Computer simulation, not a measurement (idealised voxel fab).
Title: Process Module voxel quadruple lines
Xsec cut, 170 nm wide, square cell size 5 nm.
Cross-section format: a grid of square cells, given as bands from top to bottom; each band is one or more rows of cells.
Heights first: top, then bottom, in nm. Then materials, left to right, each with a width in nm. "everywhere" on a single material: fills the band edge to edge. "empty": empty space.
Convention: height 0 is the level below which the wafer, as received, is all one material. The lowest band does not terminate at the bottom but continues downward, represented as "from 0 down".
Width: "30 to 40" (first number = top row, second number = bottom row, same change from row to row of cells).
Step marked "nothing altered"? Then no cell in the cross-section changed in it.
Listed in "Enclosed void inventory": every empty space of 8 or more cells without an open way to the top. Form: width x height at distance, the distance being from the left edge, all in nm.
Whatever follows a step's settings on its line is a remark the simulator itself makes about that step.
Each step line may optionally specify "overlay nm", which for a step with a mask gives the rightward distance between the mask's planned place and where it lay, a negative value indicating the leftward direction.
So the way this works: pairs, before and after one process step. The after picture only goes down to the lowest band that actually changed, nothing below. Step and its settings are under each pair. And watch out, pairs might come from different runs of this module, same starting wafer though, so a pair only follows on from the one above if its "Prior to processing" entry tells you so.

Prior to processing
  from 0 down | Si everywhere
  Enclosed void inventory: none

Cross-Section After Step
  from 5 to 0 | Al2O3 everywhere
  Rest of section, below 0: as before.
  Enclosed void inventory: none
Between the cross-sections above, the step performed was CONFORMAL_DEP (material Al2O3; thk nm 5)

Prior to processing: This step starts from the configuration shown after the step in the pair immediately above.

Cross-Section After Step
  from 15 to 5 | W everywhere
  Rest of section, below 5: as before.
  Enclosed void inventory: none
Between the cross-sections above, the step performed was DIRECTIONAL_DEP (material W; thk nm 10)

Prior to processing: This step starts from the configuration shown after the step in the pair immediately above.

Cross-Section After Step
  from 30 to 15 | polySi everywhere
  Rest of section, below 15: as before.
  Enclosed void inventory: none
Between the cross-sections above, the step performed was DIRECTIONAL_DEP (material polySi; thk nm 15)

Prior to processing: This step starts from the configuration shown after the step in the pair immediately above.

Cross-Section After Step
  from 55 to 30 | aC everywhere
  Rest of section, below 30: as before.
  Enclosed void inventory: none
Between the cross-sections above, the step performed was DIRECTIONAL_DEP (material aC; thk nm 25)

Prior to processing: This step starts from the configuration shown after the step in the pair immediately above.

Cross-Section After Step
  from 90 to 55 | 70 empty, then 30 resist, then 70 empty
  Rest of section, below 55: as before.
  Enclosed void inventory: none
Between the cross-sections above, the step performed was PATTERN (tone cover; mask id MANDREL; material resist; width nm 30; thk nm 35; overlay nm 0)

Prior to processing: This step starts from the configuration shown after the step in the pair immediately above.

Cross-Section After Step
  from 65 to 55 | 70 empty, then 30 resist, then 70 empty
  from 55 to 30 | 70 empty, then 30 aC, then 70 empty
  Rest of section, below 30: as before.
  Enclosed void inventory: none
Between the cross-sections above, the step performed was DIRECTIONAL_ETCH (etch materials aC; depth nm 25)

Prior to processing: This step starts from the configuration shown after the step in the pair immediately above.

Cross-Section After Step
  from 55 to 30 | 70 empty, then 30 aC, then 70 empty
  Rest of section, below 30: as before.
  Enclosed void inventory: none
Between the cross-sections above, the step performed was STRIP (etch materials resist)

Prior to processing: This step starts from the configuration shown after the step in the pair immediately above.

Cross-Section After Step
  from 65 to 55 | 60 empty, then 50 SiO2, then 60 empty
  from 55 to 40 | 60 empty, then 10 SiO2, then 30 aC, then 10 SiO2, then 60 empty
  from 40 to 30 | 70 SiO2, then 30 aC, then 70 SiO2
  Rest of section, below 30: as before.
  Enclosed void inventory: none
Between the cross-sections above, the step performed was CONFORMAL_DEP (material SiO2; thk nm 10)

Prior to processing: This step starts from the configuration shown after the step in the pair immediately above.

Cross-Section After Step
  from 55 to 30 | 60 empty, then 10 SiO2, then 30 aC, then 10 SiO2, then 60 empty
  Rest of section, below 30: as before.
  Enclosed void inventory: none
Between the cross-sections above, the step performed was DIRECTIONAL_ETCH (etch materials SiO2; depth nm 10)

Prior to processing: This step starts from the configuration shown after the step in the pair immediately above.

Cross-Section After Step
  from 55 to 30 | 60 empty, then 10 SiO2, then 30 empty, then 10 SiO2, then 60 empty
  Rest of section, below 30: as before.
  Enclosed void inventory: none
Between the cross-sections above, the step performed was STRIP (etch materials aC)

Prior to processing: This step starts from the configuration shown after the step in the pair immediately above.

Cross-Section After Step
  from 55 to 30 | 60 empty, then 10 SiO2, then 30 empty, then 10 SiO2, then 60 empty
  from 30 to 15 | 60 empty, then 10 polySi, then 30 empty, then 10 polySi, then 60 empty
  Rest of section, below 15: as before.
  Enclosed void inventory: none
Between the cross-sections above, the step performed was DIRECTIONAL_ETCH (etch materials polySi; depth nm 15)

Prior to processing: This step starts from the configuration shown after the step in the pair immediately above.

Cross-Section After Step
  from 30 to 15 | 60 empty, then 10 polySi, then 30 empty, then 10 polySi, then 60 empty
  Rest of section, below 15: as before.
  Enclosed void inventory: none
Between the cross-sections above, the step performed was STRIP (etch materials SiO2)

Prior to processing: This step starts from the configuration shown after the step in the pair immediately above.

Cross-Section After Step
  from 40 to 30 | 50 empty, then 30 SiCN, then 10 empty, then 30 SiCN, then 50 empty
  from 30 to 25 | 50 empty, then 10 SiCN, then 10 polySi, then 10 SiCN, then 10 empty, then 10 SiCN, then 10 polySi, then 10 SiCN, then 50 empty
  from 25 to 15 | 60 SiCN, then 10 polySi, then 30 SiCN, then 10 polySi, then 60 SiCN
  Rest of section, below 15: as before.
  Enclosed void inventory: none
Between the cross-sections above, the step performed was CONFORMAL_DEP (material SiCN; thk nm 10)

Prior to processing: This step starts from the configuration shown after the step in the pair immediately above.

Cross-Section After Step
  from 30 to 15 | 50 empty, then 10 SiCN, then 10 polySi, then 10 SiCN, then 10 empty, then 10 SiCN, then 10 polySi, then 10 SiCN, then 50 empty
  Rest of section, below 15: as before.
  Enclosed void inventory: none
Between the cross-sections above, the step performed was DIRECTIONAL_ETCH (etch materials SiCN; depth nm 10)

Prior to processing: This step starts from the configuration shown after the step in the pair immediately above.

Cross-Section After Step
  from 30 to 15 | 50 empty, then 10 SiCN, then 10 empty, then 10 SiCN, then 10 empty, then 10 SiCN, then 10 empty, then 10 SiCN, then 50 empty
  Rest of section, below 15: as before.
  Enclosed void inventory: none
Between the cross-sections above, the step performed was STRIP (etch materials polySi)

Prior to processing: This step starts from the configuration shown after the step in the pair immediately above.

Cross-Section After Step
  from 30 to 15 | 50 empty, then 10 SiCN, then 10 empty, then 10 SiCN, then 10 empty, then 10 SiCN, then 10 empty, then 10 SiCN, then 50 empty
  from 15 to 5 | 50 empty, then 10 W, then 10 empty, then 10 W, then 10 empty, then 10 W, then 10 empty, then 10 W, then 50 empty
  Rest of section, below 5: as before.
  Enclosed void inventory: none
Between the cross-sections above, the step performed was DIRECTIONAL_ETCH (etch materials W; depth nm 10)

Prior to processing: This step starts from the configuration shown after the step in the pair immediately above.

Cross-Section After Step
  from 15 to 5 | 50 empty, then 10 W, then 10 empty, then 10 W, then 10 empty, then 10 W, then 10 empty, then 10 W, then 50 empty
  Rest of section, below 5: as before.
  Enclosed void inventory: none
Between the cross-sections above, the step performed was STRIP (etch materials SiCN)

Prior to processing: This step starts from the configuration shown after the step in the pair immediately above.

Cross-Section After Step
  from 25 to 15 | lowk everywhere
  from 15 to 5 | 50 lowk, then 10 W, then 10 lowk, then 10 W, then 10 lowk, then 10 W, then 10 lowk, then 10 W, then 50 lowk
  Rest of section, below 5: as before.
  Enclosed void inventory: none
Between the cross-sections above, the step performed was FILL_DEP (material lowk; thk nm 10)

Prior to processing: This step starts from the configuration shown after the step in the pair immediately above.

Cross-Section After Step
  from 15 to 5 | 50 lowk, then 10 W, then 10 lowk, then 10 W, then 10 lowk, then 10 W, then 10 lowk, then 10 W, then 50 lowk
  Rest of section, below 5: as before.
  Enclosed void inventory: none
Between the cross-sections above, the step performed was CMP (height nm 15)

Prior to processing
  from 0 down | Si everywhere
  Enclosed void inventory: none

Cross-Section After Step
  from 10 to 0 | W everywhere
  Rest of section, below 0: as before.
  Enclosed void inventory: none
Between the cross-sections above, the step performed was DIRECTIONAL_DEP (material W; thk nm 10)

Prior to processing: This step starts from the configuration shown after the step in the pair immediately above.

Cross-Section After Step
  from 25 to 10 | polySi everywhere
  Rest of section, below 10: as before.
  Enclosed void inventory: none
Between the cross-sections above, the step performed was DIRECTIONAL_DEP (material polySi; thk nm 15)

Prior to processing: This step starts from the configuration shown after the step in the pair immediately above.

Cross-Section After Step
  from 50 to 25 | aC everywhere
  Rest of section, below 25: as before.
  Enclosed void inventory: none
Between the cross-sections above, the step performed was DIRECTIONAL_DEP (material aC; thk nm 25)

Prior to processing: This step starts from the configuration shown after the step in the pair immediately above.

Cross-Section After Step
  from 85 to 50 | 70 empty, then 30 resist, then 70 empty
  Rest of section, below 50: as before.
  Enclosed void inventory: none
Between the cross-sections above, the step performed was PATTERN (tone cover; mask id MANDREL; material resist; width nm 30; thk nm 35; overlay nm 0)

Prior to processing: This step starts from the configuration shown after the step in the pair immediately above.

Cross-Section After Step
  from 60 to 50 | 70 empty, then 30 resist, then 70 empty
  from 50 to 25 | 70 empty, then 30 aC, then 70 empty
  Rest of section, below 25: as before.
  Enclosed void inventory: none
Between the cross-sections above, the step performed was DIRECTIONAL_ETCH (etch materials aC; depth nm 25)

Prior to processing: This step starts from the configuration shown after the step in the pair immediately above.

Cross-Section After Step
  from 50 to 25 | 70 empty, then 30 aC, then 70 empty
  Rest of section, below 25: as before.
  Enclosed void inventory: none
Between the cross-sections above, the step performed was STRIP (etch materials resist)

Prior to processing: This step starts from the configuration shown after the step in the pair immediately above.

Cross-Section After Step
  from 60 to 50 | 60 empty, then 50 SiO2, then 60 empty
  from 50 to 35 | 60 empty, then 10 SiO2, then 30 aC, then 10 SiO2, then 60 empty
  from 35 to 25 | 70 SiO2, then 30 aC, then 70 SiO2
  Rest of section, below 25: as before.
  Enclosed void inventory: none
Between the cross-sections above, the step performed was CONFORMAL_DEP (material SiO2; thk nm 10)

Prior to processing: This step starts from the configuration shown after the step in the pair immediately above.

Cross-Section After Step
  from 50 to 25 | 60 empty, then 10 SiO2, then 30 aC, then 10 SiO2, then 60 empty
  Rest of section, below 25: as before.
  Enclosed void inventory: none
Between the cross-sections above, the step performed was DIRECTIONAL_ETCH (etch materials SiO2; depth nm 10)

Prior to processing: This step starts from the configuration shown after the step in the pair immediately above.

Cross-Section After Step
  from 50 to 25 | 60 empty, then 10 SiO2, then 30 empty, then 10 SiO2, then 60 empty
  Rest of section, below 25: as before.
  Enclosed void inventory: none
Between the cross-sections above, the step performed was STRIP (etch materials aC)

Prior to processing: This step starts from the configuration shown after the step in the pair immediately above.

Cross-Section After Step
  from 50 to 25 | 60 empty, then 10 SiO2, then 30 empty, then 10 SiO2, then 60 empty
  from 25 to 10 | 60 empty, then 10 polySi, then 30 empty, then 10 polySi, then 60 empty
  Rest of section, below 10: as before.
  Enclosed void inventory: none
Between the cross-sections above, the step performed was DIRECTIONAL_ETCH (etch materials polySi; depth nm 15)

Prior to processing: This step starts from the configuration shown after the step in the pair immediately above.

Cross-Section After Step
  from 25 to 10 | 60 empty, then 10 polySi, then 30 empty, then 10 polySi, then 60 empty
  Rest of section, below 10: as before.
  Enclosed void inventory: none
Between the cross-sections above, the step performed was STRIP (etch materials SiO2)

Prior to processing: This step starts from the configuration shown after the step in the pair immediately above.

Cross-Section After Step
  from 35 to 25 | 50 empty, then 30 SiCN, then 10 empty, then 30 SiCN, then 50 empty
  from 25 to 20 | 50 empty, then 10 SiCN, then 10 polySi, then 10 SiCN, then 10 empty, then 10 SiCN, then 10 polySi, then 10 SiCN, then 50 empty
  from 20 to 10 | 60 SiCN, then 10 polySi, then 30 SiCN, then 10 polySi, then 60 SiCN
  Rest of section, below 10: as before.
  Enclosed void inventory: none
Between the cross-sections above, the step performed was CONFORMAL_DEP (material SiCN; thk nm 10)

Prior to processing: This step starts from the configuration shown after the step in the pair immediately above.

Cross-Section After Step
  from 25 to 10 | 50 empty, then 10 SiCN, then 10 polySi, then 10 SiCN, then 10 empty, then 10 SiCN, then 10 polySi, then 10 SiCN, then 50 empty
  Rest of section, below 10: as before.
  Enclosed void inventory: none
Between the cross-sections above, the step performed was DIRECTIONAL_ETCH (etch materials SiCN; depth nm 10)

Prior to processing: This step starts from the configuration shown after the step in the pair immediately above.

Cross-Section After Step
  from 25 to 10 | 50 empty, then 10 SiCN, then 10 empty, then 10 SiCN, then 10 empty, then 10 SiCN, then 10 empty, then 10 SiCN, then 50 empty
  Rest of section, below 10: as before.
  Enclosed void inventory: none
Between the cross-sections above, the step performed was STRIP (etch materials polySi)

Prior to processing: This step starts from the configuration shown after the step in the pair immediately above.

Cross-Section After Step
  from 25 to 10 | 50 empty, then 10 SiCN, then 10 empty, then 10 SiCN, then 10 empty, then 10 SiCN, then 10 empty, then 10 SiCN, then 50 empty
  from 10 to 0 | 50 empty, then 10 W, then 10 empty, then 10 W, then 10 empty, then 10 W, then 10 empty, then 10 W, then 50 empty
  Rest of section, below 0: as before.
  Enclosed void inventory: none
Between the cross-sections above, the step performed was DIRECTIONAL_ETCH (etch materials W; depth nm 10)

Prior to processing: This step starts from the configuration shown after the step in the pair immediately above.

Cross-Section After Step
  from 10 to 0 | 50 empty, then 10 W, then 10 empty, then 10 W, then 10 empty, then 10 W, then 10 empty, then 10 W, then 50 empty
  Rest of section, below 0: as before.
  Enclosed void inventory: none
Between the cross-sections above, the step performed was STRIP (etch materials SiCN)

Prior to processing: This step starts from the configuration shown after the step in the pair immediately above.

Cross-Section After Step
  from 20 to 10 | lowk everywhere
  from 10 to 0 | 50 lowk, then 10 W, then 10 lowk, then 10 W, then 10 lowk, then 10 W, then 10 lowk, then 10 W, then 50 lowk
  Rest of section, below 0: as before.
  Enclosed void inventory: none
Between the cross-sections above, the step performed was FILL_DEP (material lowk; thk nm 10)

Prior to processing: This step starts from the configuration shown after the step in the pair immediately above.

Cross-Section After Step
  from 15 to 10 | lowk everywhere
  Rest of section, below 10: as before.
  Enclosed void inventory: none
Between the cross-sections above, the step performed was CMP (height nm 15)

Prior to processing
  from 65 to 55 | 70 empty, then 30 resist, then 70 empty
  from 55 to 30 | 70 empty, then 30 aC, then 70 empty
  from 30 to 15 | polySi everywhere
  from 15 to 5 | W everywhere
  from 5 to 0 | Al2O3 everywhere
  from 0 down | Si everywhere
  Enclosed void inventory: none

Cross-Section After Step
  from 40 to 30 | 70 empty, then 30 aC, then 70 empty
  Rest of section, below 30: as before.
  Enclosed void inventory: none
Between the cross-sections above, the step performed was DIRECTIONAL_ETCH (etch materials aC; depth nm 25)

Prior to processing: This step starts from the configuration shown after the step in the pair immediately above.

Cross-Section After Step
  from 50 to 40 | 60 empty, then 50 SiO2, then 60 empty
  from 40 to 30 | 70 SiO2, then 30 aC, then 70 SiO2
  Rest of section, below 30: as before.
  Enclosed void inventory: none
Between the cross-sections above, the step performed was CONFORMAL_DEP (material SiO2; thk nm 10)

Prior to processing: This step starts from the configuration shown after the step in the pair immediately above.

Cross-Section After Step
  from 40 to 30 | 60 empty, then 10 SiO2, then 30 aC, then 10 SiO2, then 60 empty
  Rest of section, below 30: as before.
  Enclosed void inventory: none
Between the cross-sections above, the step performed was DIRECTIONAL_ETCH (etch materials SiO2; depth nm 10)

Prior to processing: This step starts from the configuration shown after the step in the pair immediately above.

Cross-Section After Step
  from 40 to 30 | 60 empty, then 10 SiO2, then 30 empty, then 10 SiO2, then 60 empty
  Rest of section, below 30: as before.
  Enclosed void inventory: none
Between the cross-sections above, the step performed was STRIP (etch materials aC)

Prior to processing: This step starts from the configuration shown after the step in the pair immediately above.

Cross-Section After Step
  from 40 to 30 | 60 empty, then 10 SiO2, then 30 empty, then 10 SiO2, then 60 empty
  from 30 to 15 | 60 empty, then 10 polySi, then 30 empty, then 10 polySi, then 60 empty
  Rest of section, below 15: as before.
  Enclosed void inventory: none
Between the cross-sections above, the step performed was DIRECTIONAL_ETCH (etch materials polySi; depth nm 15)

Prior to processing: This step starts from the configuration shown after the step in the pair immediately above.

Cross-Section After Step
  from 30 to 15 | 60 empty, then 10 polySi, then 30 empty, then 10 polySi, then 60 empty
  Rest of section, below 15: as before.
  Enclosed void inventory: none
Between the cross-sections above, the step performed was STRIP (etch materials SiO2)

Prior to processing
  from 55 to 30 | 60 empty, then 10 SiO2, then 30 aC, then 10 SiO2, then 60 empty
  from 30 to 15 | polySi everywhere
  from 15 to 5 | W everywhere
  from 5 to 0 | Al2O3 everywhere
  from 0 down | Si everywhere
  Enclosed void inventory: none

Cross-Section After Step
  from 55 to 30 | 60 empty, then 10 SiO2, then 30 aC, then 10 SiO2, then 60 empty
  from 30 to 15 | 60 empty, then 50 polySi, then 60 empty
  Rest of section, below 15: as before.
  Enclosed void inventory: none
Between the cross-sections above, the step performed was DIRECTIONAL_ETCH (etch materials polySi; depth nm 15)

Prior to processing: This step starts from the configuration shown after the step in the pair immediately above.

Cross-Section After Step
  from 55 to 30 | 60 empty, then 10 SiO2, then 30 empty, then 10 SiO2, then 60 empty
  Rest of section, below 30: as before.
  Enclosed void inventory: none
Between the cross-sections above, the step performed was STRIP (etch materials aC)

Prior to processing: This step starts from the configuration shown after the step in the pair immediately above.

Cross-Section After Step
  from 30 to 15 | 60 empty, then 50 polySi, then 60 empty
  Rest of section, below 15: as before.
  Enclosed void inventory: none
Between the cross-sections above, the step performed was STRIP (etch materials SiO2)

Prior to processing: This step starts from the configuration shown after the step in the pair immediately above.

Cross-Section After Step
  from 40 to 30 | 50 empty, then 70 SiCN, then 50 empty
  from 30 to 25 | 50 empty, then 10 SiCN, then 50 polySi, then 10 SiCN, then 50 empty
  from 25 to 15 | 60 SiCN, then 50 polySi, then 60 SiCN
  Rest of section, below 15: as before.
  Enclosed void inventory: none
Between the cross-sections above, the step performed was CONFORMAL_DEP (material SiCN; thk nm 10)

Prior to processing: This step starts from the configuration shown after the step in the pair immediately above.

Cross-Section After Step
  from 30 to 15 | 50 empty, then 10 SiCN, then 50 polySi, then 10 SiCN, then 50 empty
  Rest of section, below 15: as before.
  Enclosed void inventory: none
Between the cross-sections above, the step performed was DIRECTIONAL_ETCH (etch materials SiCN; depth nm 10)

Prior to processing: This step starts from the configuration shown after the step in the pair immediately above.

Cross-Section After Step
  from 30 to 15 | 50 empty, then 10 SiCN, then 50 empty, then 10 SiCN, then 50 empty
  Rest of section, below 15: as before.
  Enclosed void inventory: none
Between the cross-sections above, the step performed was STRIP (etch materials polySi)

Prior to processing: This step starts from the configuration shown after the step in the pair immediately above.

Cross-Section After Step
  from 30 to 15 | 50 empty, then 10 SiCN, then 50 empty, then 10 SiCN, then 50 empty
  from 15 to 5 | 50 empty, then 10 W, then 50 empty, then 10 W, then 50 empty
  Rest of section, below 5: as before.
  Enclosed void inventory: none
Between the cross-sections above, the step performed was DIRECTIONAL_ETCH (etch materials W; depth nm 10)

Prior to processing: This step starts from the configuration shown after the step in the pair immediately above.

Cross-Section After Step
  from 15 to 5 | 50 empty, then 10 W, then 50 empty, then 10 W, then 50 empty
  Rest of section, below 5: as before.
  Enclosed void inventory: none
Between the cross-sections above, the step performed was STRIP (etch materials SiCN)

Prior to processing: This step starts from the configuration shown after the step in the pair immediately above.

Cross-Section After Step
  from 25 to 15 | lowk everywhere
  from 15 to 5 | 50 lowk, then 10 W, then 50 lowk, then 10 W, then 50 lowk
  Rest of section, below 5: as before.
  Enclosed void inventory: none
Between the cross-sections above, the step performed was FILL_DEP (material lowk; thk nm 10)

Prior to processing: This step starts from the configuration shown after the step in the pair immediately above.

Cross-Section After Step
  from 15 to 5 | 50 lowk, then 10 W, then 50 lowk, then 10 W, then 50 lowk
  Rest of section, below 5: as before.
  Enclosed void inventory: none
Between the cross-sections above, the step performed was CMP (height nm 15)

Prior to processing
  from 25 to 15 | lowk everywhere
  from 15 to 5 | 50 lowk, then 10 W, then 10 lowk, then 10 W, then 10 lowk, then 10 W, then 10 lowk, then 10 W, then 50 lowk
  from 5 to 0 | Al2O3 everywhere
  from 0 down | Si everywhere
  Enclosed void inventory: none

Cross-Section After Step
  from 5 to 0 | Al2O3 everywhere
  Rest of section, below 0: as before.
  Enclosed void inventory: none
Between the cross-sections above, the step performed was CMP (height nm 5)

Prior to processing
  from 55 to 30 | aC everywhere
  from 30 to 15 | polySi everywhere
  from 15 to 5 | W everywhere
  from 5 to 0 | Al2O3 everywhere
  from 0 down | Si everywhere
  Enclosed void inventory: none

Cross-Section After Step
  from 90 to 55 | 75 empty, then 25 resist, then 70 empty
  Rest of section, below 55: as before.
  Enclosed void inventory: none
Between the cross-sections above, the step performed was PATTERN (tone cover; mask id MANDREL; material resist; width nm 25; thk nm 35; overlay nm 0)

Prior to processing: This step starts from the configuration shown after the step in the pair immediately above.

Cross-Section After Step
  from 65 to 55 | 75 empty, then 25 resist, then 70 empty
  from 55 to 30 | 75 empty, then 25 aC, then 70 empty
  Rest of section, below 30: as before.
  Enclosed void inventory: none
Between the cross-sections above, the step performed was DIRECTIONAL_ETCH (etch materials aC; depth nm 25)

Prior to processing: This step starts from the configuration shown after the step in the pair immediately above.

Cross-Section After Step
  from 55 to 30 | 75 empty, then 25 aC, then 70 empty
  Rest of section, below 30: as before.
  Enclosed void inventory: none
Between the cross-sections above, the step performed was STRIP (etch materials resist)

Prior to processing: This step starts from the configuration shown after the step in the pair immediately above.

Cross-Section After Step
  from 65 to 55 | 65 empty, then 45 SiO2, then 60 empty
  from 55 to 40 | 65 empty, then 10 SiO2, then 25 aC, then 10 SiO2, then 60 empty
  from 40 to 30 | 75 SiO2, then 25 aC, then 70 SiO2
  Rest of section, below 30: as before.
  Enclosed void inventory: none
Between the cross-sections above, the step performed was CONFORMAL_DEP (material SiO2; thk nm 10)

Prior to processing: This step starts from the configuration shown after the step in the pair immediately above.

Cross-Section After Step
  from 55 to 30 | 65 empty, then 10 SiO2, then 25 aC, then 10 SiO2, then 60 empty
  Rest of section, below 30: as before.
  Enclosed void inventory: none
Between the cross-sections above, the step performed was DIRECTIONAL_ETCH (etch materials SiO2; depth nm 10)

Prior to processing: This step starts from the configuration shown after the step in the pair immediately above.

Cross-Section After Step
  from 55 to 30 | 65 empty, then 10 SiO2, then 25 empty, then 10 SiO2, then 60 empty
  Rest of section, below 30: as before.
  Enclosed void inventory: none
Between the cross-sections above, the step performed was STRIP (etch materials aC)

Prior to processing: This step starts from the configuration shown after the step in the pair immediately above.

Cross-Section After Step
  from 55 to 30 | 65 empty, then 10 SiO2, then 25 empty, then 10 SiO2, then 60 empty
  from 30 to 15 | 65 empty, then 10 polySi, then 25 empty, then 10 polySi, then 60 empty
  Rest of section, below 15: as before.
  Enclosed void inventory: none
Between the cross-sections above, the step performed was DIRECTIONAL_ETCH (etch materials polySi; depth nm 15)

Prior to processing: This step starts from the configuration shown after the step in the pair immediately above.

Cross-Section After Step
  from 30 to 15 | 65 empty, then 10 polySi, then 25 empty, then 10 polySi, then 60 empty
  Rest of section, below 15: as before.
  Enclosed void inventory: none
Between the cross-sections above, the step performed was STRIP (etch materials SiO2)

Prior to processing: This step starts from the configuration shown after the step in the pair immediately above.

Cross-Section After Step
  from 40 to 30 | 55 empty, then 30 SiCN, then 5 empty, then 30 SiCN, then 50 empty
  from 30 to 25 | 55 empty, then 10 SiCN, then 10 polySi, then 10 SiCN, then 5 empty, then 10 SiCN, then 10 polySi, then 10 SiCN, then 50 empty
  from 25 to 15 | 65 SiCN, then 10 polySi, then 25 SiCN, then 10 polySi, then 60 SiCN
  Rest of section, below 15: as before.
  Enclosed void inventory: none
Between the cross-sections above, the step performed was CONFORMAL_DEP (material SiCN; thk nm 10)

Prior to processing: This step starts from the configuration shown after the step in the pair immediately above.

Cross-Section After Step
  from 30 to 15 | 55 empty, then 10 SiCN, then 10 polySi, then 10 SiCN, then 5 empty, then 10 SiCN, then 10 polySi, then 10 SiCN, then 50 empty
  Rest of section, below 15: as before.
  Enclosed void inventory: none
Between the cross-sections above, the step performed was DIRECTIONAL_ETCH (etch materials SiCN; depth nm 10)

Prior to processing: This step starts from the configuration shown after the step in the pair immediately above.

Cross-Section After Step
  from 30 to 15 | 55 empty, then 10 SiCN, then 10 empty, then 10 SiCN, then 5 empty, then 10 SiCN, then 10 empty, then 10 SiCN, then 50 empty
  Rest of section, below 15: as before.
  Enclosed void inventory: none
Between the cross-sections above, the step performed was STRIP (etch materials polySi)

Prior to processing: This step starts from the configuration shown after the step in the pair immediately above.

Cross-Section After Step
  from 30 to 15 | 55 empty, then 10 SiCN, then 10 empty, then 10 SiCN, then 5 empty, then 10 SiCN, then 10 empty, then 10 SiCN, then 50 empty
  from 15 to 5 | 55 empty, then 10 W, then 10 empty, then 10 W, then 5 empty, then 10 W, then 10 empty, then 10 W, then 50 empty
  Rest of section, below 5: as before.
  Enclosed void inventory: none
Between the cross-sections above, the step performed was DIRECTIONAL_ETCH (etch materials W; depth nm 10)

Prior to processing: This step starts from the configuration shown after the step in the pair immediately above.

Cross-Section After Step
  from 15 to 5 | 55 empty, then 10 W, then 10 empty, then 10 W, then 5 empty, then 10 W, then 10 empty, then 10 W, then 50 empty
  Rest of section, below 5: as before.
  Enclosed void inventory: none
Between the cross-sections above, the step performed was STRIP (etch materials SiCN)

Prior to processing: This step starts from the configuration shown after the step in the pair immediately above.

Cross-Section After Step
  from 25 to 15 | lowk everywhere
  from 15 to 5 | 55 lowk, then 10 W, then 10 lowk, then 10 W, then 5 lowk, then 10 W, then 10 lowk, then 10 W, then 50 lowk
  Rest of section, below 5: as before.
  Enclosed void inventory: none
Between the cross-sections above, the step performed was FILL_DEP (material lowk; thk nm 10)

Prior to processing: This step starts from the configuration shown after the step in the pair immediately above.

Cross-Section After Step
  from 15 to 5 | 55 lowk, then 10 W, then 10 lowk, then 10 W, then 5 lowk, then 10 W, then 10 lowk, then 10 W, then 50 lowk
  Rest of section, below 5: as before.
  Enclosed void inventory: none
Between the cross-sections above, the step performed was CMP (height nm 15)

Prior to processing
  from 55 to 30 | aC everywhere
  from 30 to 15 | polySi everywhere
  from 15 to 5 | W everywhere
  from 5 to 0 | Al2O3 everywhere
  from 0 down | Si everywhere
  Enclosed void inventory: none

Cross-Section After Step
  from 90 to 55 | 60 empty, then 30 resist, then 80 empty
  Rest of section, below 55: as before.
  Enclosed void inventory: none
Between the cross-sections above, the step performed was PATTERN (tone cover; mask id MANDREL; material resist; width nm 30; thk nm 35; overlay nm -10)

Prior to processing: This step starts from the configuration shown after the step in the pair immediately above.

Cross-Section After Step
  from 65 to 55 | 60 empty, then 30 resist, then 80 empty
  from 55 to 30 | 60 empty, then 30 aC, then 80 empty
  Rest of section, below 30: as before.
  Enclosed void inventory: none
Between the cross-sections above, the step performed was DIRECTIONAL_ETCH (etch materials aC; depth nm 25)

Prior to processing: This step starts from the configuration shown after the step in the pair immediately above.

Cross-Section After Step
  from 55 to 30 | 60 empty, then 30 aC, then 80 empty
  Rest of section, below 30: as before.
  Enclosed void inventory: none
Between the cross-sections above, the step performed was STRIP (etch materials resist)

Prior to processing: This step starts from the configuration shown after the step in the pair immediately above.

Cross-Section After Step
  from 65 to 55 | 50 empty, then 50 SiO2, then 70 empty
  from 55 to 40 | 50 empty, then 10 SiO2, then 30 aC, then 10 SiO2, then 70 empty
  from 40 to 30 | 60 SiO2, then 30 aC, then 80 SiO2
  Rest of section, below 30: as before.
  Enclosed void inventory: none
Between the cross-sections above, the step performed was CONFORMAL_DEP (material SiO2; thk nm 10)

Prior to processing: This step starts from the configuration shown after the step in the pair immediately above.

Cross-Section After Step
  from 55 to 30 | 50 empty, then 10 SiO2, then 30 aC, then 10 SiO2, then 70 empty
  Rest of section, below 30: as before.
  Enclosed void inventory: none
Between the cross-sections above, the step performed was DIRECTIONAL_ETCH (etch materials SiO2; depth nm 10)

Prior to processing: This step starts from the configuration shown after the step in the pair immediately above.

Cross-Section After Step
  from 55 to 30 | 50 empty, then 10 SiO2, then 30 empty, then 10 SiO2, then 70 empty
  Rest of section, below 30: as before.
  Enclosed void inventory: none
Between the cross-sections above, the step performed was STRIP (etch materials aC)

Prior to processing: This step starts from the configuration shown after the step in the pair immediately above.

Cross-Section After Step
  from 55 to 30 | 50 empty, then 10 SiO2, then 30 empty, then 10 SiO2, then 70 empty
  from 30 to 15 | 50 empty, then 10 polySi, then 30 empty, then 10 polySi, then 70 empty
  Rest of section, below 15: as before.
  Enclosed void inventory: none
Between the cross-sections above, the step performed was DIRECTIONAL_ETCH (etch materials polySi; depth nm 15)

Prior to processing: This step starts from the configuration shown after the step in the pair immediately above.

Cross-Section After Step
  from 30 to 15 | 50 empty, then 10 polySi, then 30 empty, then 10 polySi, then 70 empty
  Rest of section, below 15: as before.
  Enclosed void inventory: none
Between the cross-sections above, the step performed was STRIP (etch materials SiO2)

Prior to processing: This step starts from the configuration shown after the step in the pair immediately above.

Cross-Section After Step
  from 40 to 30 | 40 empty, then 30 SiCN, then 10 empty, then 30 SiCN, then 60 empty
  from 30 to 25 | 40 empty, then 10 SiCN, then 10 polySi, then 10 SiCN, then 10 empty, then 10 SiCN, then 10 polySi, then 10 SiCN, then 60 empty
  from 25 to 15 | 50 SiCN, then 10 polySi, then 30 SiCN, then 10 polySi, then 70 SiCN
  Rest of section, below 15: as before.
  Enclosed void inventory: none
Between the cross-sections above, the step performed was CONFORMAL_DEP (material SiCN; thk nm 10)

Prior to processing: This step starts from the configuration shown after the step in the pair immediately above.

Cross-Section After Step
  from 30 to 15 | 40 empty, then 10 SiCN, then 10 polySi, then 10 SiCN, then 10 empty, then 10 SiCN, then 10 polySi, then 10 SiCN, then 60 empty
  Rest of section, below 15: as before.
  Enclosed void inventory: none
Between the cross-sections above, the step performed was DIRECTIONAL_ETCH (etch materials SiCN; depth nm 10)

Prior to processing: This step starts from the configuration shown after the step in the pair immediately above.

Cross-Section After Step
  from 30 to 15 | 40 empty, then 10 SiCN, then 10 empty, then 10 SiCN, then 10 empty, then 10 SiCN, then 10 empty, then 10 SiCN, then 60 empty
  Rest of section, below 15: as before.
  Enclosed void inventory: none
Between the cross-sections above, the step performed was STRIP (etch materials polySi)
